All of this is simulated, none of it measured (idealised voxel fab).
This is a process module. Its name is voxel quadruple lines.
Displayed cross-section: cut, width of 140 nm, square cells sized 5 nm.
When this document writes out a cross-section, it uses a grid of square cells and lists it as bands, beginning at the top and moving down, with a band standing for one or more rows of cells. This entry defines a band. It first specifies the height of the band's top and the height of its bottom in nm, and then specifies the band's materials from left to right, stating each material with its width in nm. The word "edge to edge" identifies a single material that fills the band from edge to edge, while the word "air" identifies empty space. We count height from 0. Below that, the starting wafer is all one material. The lowest band never ends at the bottom but goes on down; see "0 nm and below" for how that is written. Quick explanation for "30..40": the width changes in equal steps down the rows of cells, from the first number in the band's top row to the second number in its bottom row. The cross-section has no changed cell in any step marked "nothing changed". The list in "Closed void list" covers empty spaces of 8 cells or more that cannot reach the top through any open way, and it gives each as width x height at distance; the distance is from the left edge, and width, height and distance are in nm. Note: text after step settings on the step line = simulator remark on that step. When a step includes a mask, the "overlay nm" setting on its line states how far to the right of its planned place that mask lay, and negative values state how far to the left.
Listed below are the process steps as planned
1) RECEIVE (material Si)
2) CONFORMAL_DEP (material SiO2; thk nm 5)
3) DIRECTIONAL_DEP (material TiN; thk nm 10)
4) DIRECTIONAL_DEP (material polySi; thk nm 20)
5) DIRECTIONAL_DEP (material aC; thk nm 20)
6) PATTERN (tone cover; mask id MANDREL; material resist; width nm 20; pitch nm 60; thk nm 30; overlay nm 0)
7) DIRECTIONAL_ETCH (etch materials aC; depth nm 20)
8) STRIP (etch materials resist)
9) CONFORMAL_DEP (material SiO2; thk nm 10)
10) DIRECTIONAL_ETCH (etch materials SiO2; depth nm 10)
11) STRIP (etch materials aC)
12) DIRECTIONAL_ETCH (etch materials polySi; depth nm 20)
13) STRIP (etch materials SiO2)
14) CONFORMAL_DEP (material SiCN; thk nm 5)
15) DIRECTIONAL_ETCH (etch materials SiCN; depth nm 5)
16) STRIP (etch materials polySi)
17) DIRECTIONAL_ETCH (etch materials TiN; depth nm 10)
18) STRIP (etch materials SiCN)
19) FILL_DEP (material lowk; thk nm 10)
20) CMP (height nm 15)
The following pertains to the first of two wafers, which was processed as planned
So this is the incoming wafer in cross-section - it's already been through step 1
- 0 nm and below  Si edge to edge
- Closed void list: none
After step 2
- 5 nm to 0 nm  SiO2 edge to edge
- All layers under 0 are left as they were.
After step 3
- 15 nm to 5 nm  TiN edge to edge
- All layers under 5 are left as they were.
After step 4
- 35 nm to 15 nm  polySi edge to edge
- All layers under 15 are left as they were.
After step 5
- 55 nm to 35 nm  aC edge to edge
- All layers under 35 are left as they were.
After step 6
- 85 nm to 55 nm  30 air  20 resist  40 air  20 resist  30 air
- All layers under 55 are left as they were.
After step 7
- 65 nm to 55 nm  30 air  20 resist  40 air  20 resist  30 air
- 55 nm to 35 nm  30 air  20 aC  40 air  20 aC  30 air
- All layers under 35 are left as they were.
After step 8
- 55 nm to 35 nm  30 air  20 aC  40 air  20 aC  30 air
- All layers under 35 are left as they were.
After step 9
- 65 nm to 55 nm  20 air  40 SiO2  20 air  40 SiO2  20 air
- 55 nm to 45 nm  20 air  10 SiO2  20 aC  10 SiO2  20 air  10 SiO2  20 aC  10 SiO2  20 air
- 45 nm to 35 nm  30 SiO2  20 aC  40 SiO2  20 aC  30 SiO2
- All layers under 35 are left as they were.
After step 10
- 55 nm to 35 nm  20 air  10 SiO2  20 aC  10 SiO2  20 air  10 SiO2  20 aC  10 SiO2  20 air
- All layers under 35 are left as they were.
After step 11
- 55 nm to 35 nm  20 air  10 SiO2  20 air  10 SiO2  20 air  10 SiO2  20 air  10 SiO2  20 air
- All layers under 35 are left as they were.
After step 12
- 55 nm to 35 nm  20 air  10 SiO2  20 air  10 SiO2  20 air  10 SiO2  20 air  10 SiO2  20 air
- 35 nm to 15 nm  20 air  10 polySi  20 air  10 polySi  20 air  10 polySi  20 air  10 polySi  20 air
- All layers under 15 are left as they were.
After step 13
- 35 nm to 15 nm  20 air  10 polySi  20 air  10 polySi  20 air  10 polySi  20 air  10 polySi  20 air
- All layers under 15 are left as they were.
After step 14
- 40 nm to 35 nm  15 air  20 SiCN  10 air  20 SiCN  10 air  20 SiCN  10 air  20 SiCN  15 air
- 35 nm to 20 nm  15 air  5 SiCN  10 polySi  5 SiCN  10 air  5 SiCN  10 polySi  5 SiCN  10 air  5 SiCN  10 polySi  5 SiCN  10 air  5 SiCN  10 polySi  5 SiCN  15 air
- 20 nm to 15 nm  20 SiCN  10 polySi  20 SiCN  10 polySi  20 SiCN  10 polySi  20 SiCN  10 polySi  20 SiCN
- All layers under 15 are left as they were.
After step 15
- 35 nm to 15 nm  15 air  5 SiCN  10 polySi  5 SiCN  10 air  5 SiCN  10 polySi  5 SiCN  10 air  5 SiCN  10 polySi  5 SiCN  10 air  5 SiCN  10 polySi  5 SiCN  15 air
- All layers under 15 are left as they were.
After step 16
- 35 nm to 15 nm  15 air  5 SiCN  10 air  5 SiCN  10 air  5 SiCN  10 air  5 SiCN  10 air  5 SiCN  10 air  5 SiCN  10 air  5 SiCN  10 air  5 SiCN  15 air
- All layers under 15 are left as they were.
After step 17
- 35 nm to 15 nm  15 air  5 SiCN  10 air  5 SiCN  10 air  5 SiCN  10 air  5 SiCN  10 air  5 SiCN  10 air  5 SiCN  10 air  5 SiCN  10 air  5 SiCN  15 air
- 15 nm to 5 nm  15 air  5 TiN  10 air  5 TiN  10 air  5 TiN  10 air  5 TiN  10 air  5 TiN  10 air  5 TiN  10 air  5 TiN  10 air  5 TiN  15 air
- All layers under 5 are left as they were.
After step 18
- 15 nm to 5 nm  15 air  5 TiN  10 air  5 TiN  10 air  5 TiN  10 air  5 TiN  10 air  5 TiN  10 air  5 TiN  10 air  5 TiN  10 air  5 TiN  15 air
- All layers under 5 are left as they were.
After step 19
- 25 nm to 15 nm  lowk edge to edge
- 15 nm to 5 nm  15 lowk  5 TiN  10 lowk  5 TiN  10 lowk  5 TiN  10 lowk  5 TiN  10 lowk  5 TiN  10 lowk  5 TiN  10 lowk  5 TiN  10 lowk  5 TiN  15 lowk
- All layers under 5 are left as they were.
After step 20
- 15 nm to 5 nm  15 lowk  5 TiN  10 lowk  5 TiN  10 lowk  5 TiN  10 lowk  5 TiN  10 lowk  5 TiN  10 lowk  5 TiN  10 lowk  5 TiN  10 lowk  5 TiN  15 lowk
- All layers under 5 are left as they were.
Second wafer - shared start and plan with the first - one error in running - same as the first up to step 8 inclusive
When step 9 should have ended
- 60 nm to 55 nm  25 air  30 SiO2  30 air  30 SiO2  25 air
- 55 nm to 40 nm  25 air  5 SiO2  20 aC  5 SiO2  30 air  5 SiO2  20 aC  5 SiO2  25 air
- 40 nm to 35 nm  30 SiO2  20 aC  40 SiO2  20 aC  30 SiO2
- All layers under 35 are left as they were.
When step 10 should have ended
- 55 nm to 50 nm  30 air  20 aC  40 air  20 aC  30 air
- 50 nm to 35 nm  25 air  5 SiO2  20 aC  5 SiO2  30 air  5 SiO2  20 aC  5 SiO2  25 air
- All layers under 35 are left as they were.
When step 11 should have ended
- 50 nm to 35 nm  25 air  5 SiO2  20 air  5 SiO2  30 air  5 SiO2  20 air  5 SiO2  25 air
- All layers under 35 are left as they were.
When step 12 should have ended
- 50 nm to 35 nm  25 air  5 SiO2  20 air  5 SiO2  30 air  5 SiO2  20 air  5 SiO2  25 air
- 35 nm to 15 nm  25 air  5 polySi  20 air  5 polySi  30 air  5 polySi  20 air  5 polySi  25 air
- All layers under 15 are left as they were.
When step 13 should have ended
- 35 nm to 15 nm  25 air  5 polySi  20 air  5 polySi  30 air  5 polySi  20 air  5 polySi  25 air
- All layers under 15 are left as they were.
When step 14 should have ended
- 40 nm to 35 nm  20 air  15 SiCN  10 air  15 SiCN  20 air  15 SiCN  10 air  15 SiCN  20 air
- 35 nm to 20 nm  20 air  5 SiCN  5 polySi  5 SiCN  10 air  5 SiCN  5 polySi  5 SiCN  20 air  5 SiCN  5 polySi  5 SiCN  10 air  5 SiCN  5 polySi  5 SiCN  20 air
- 20 nm to 15 nm  25 SiCN  5 polySi  20 SiCN  5 polySi  30 SiCN  5 polySi  20 SiCN  5 polySi  25 SiCN
- All layers under 15 are left as they were.
When step 15 should have ended
- 35 nm to 15 nm  20 air  5 SiCN  5 polySi  5 SiCN  10 air  5 SiCN  5 polySi  5 SiCN  20 air  5 SiCN  5 polySi  5 SiCN  10 air  5 SiCN  5 polySi  5 SiCN  20 air
- All layers under 15 are left as they were.
When step 16 should have ended
- 35 nm to 15 nm  20 air  5 SiCN  5 air  5 SiCN  10 air  5 SiCN  5 air  5 SiCN  20 air  5 SiCN  5 air  5 SiCN  10 air  5 SiCN  5 air  5 SiCN  20 air
- All layers under 15 are left as they were.
When step 17 should have ended
- 35 nm to 15 nm  20 air  5 SiCN  5 air  5 SiCN  10 air  5 SiCN  5 air  5 SiCN  20 air  5 SiCN  5 air  5 SiCN  10 air  5 SiCN  5 air  5 SiCN  20 air
- 15 nm to 5 nm  20 air  5 TiN  5 air  5 TiN  10 air  5 TiN  5 air  5 TiN  20 air  5 TiN  5 air  5 TiN  10 air  5 TiN  5 air  5 TiN  20 air
- All layers under 5 are left as they were.
When step 18 should have ended
- 15 nm to 5 nm  20 air  5 TiN  5 air  5 TiN  10 air  5 TiN  5 air  5 TiN  20 air  5 TiN  5 air  5 TiN  10 air  5 TiN  5 air  5 TiN  20 air
- All layers under 5 are left as they were.
When step 19 should have ended
- 25 nm to 15 nm  lowk edge to edge
- 15 nm to 5 nm  20 lowk  5 TiN  5 lowk  5 TiN  10 lowk  5 TiN  5 lowk  5 TiN  20 lowk  5 TiN  5 lowk  5 TiN  10 lowk  5 TiN  5 lowk  5 TiN  20 lowk
- All layers under 5 are left as they were.
When step 20 should have ended
- 15 nm to 5 nm  20 lowk  5 TiN  5 lowk  5 TiN  10 lowk  5 TiN  5 lowk  5 TiN  20 lowk  5 TiN  5 lowk  5 TiN  10 lowk  5 TiN  5 lowk  5 TiN  20 lowk
- All layers under 5 are left as they were.
Plan not followed: off-plan run, step 9, actual operation and settings CONFORMAL_DEP (material SiO2; thk nm 5)
Matching per-material cell counts, mismatched positions: that is how the second wafer compares with the first at the end.
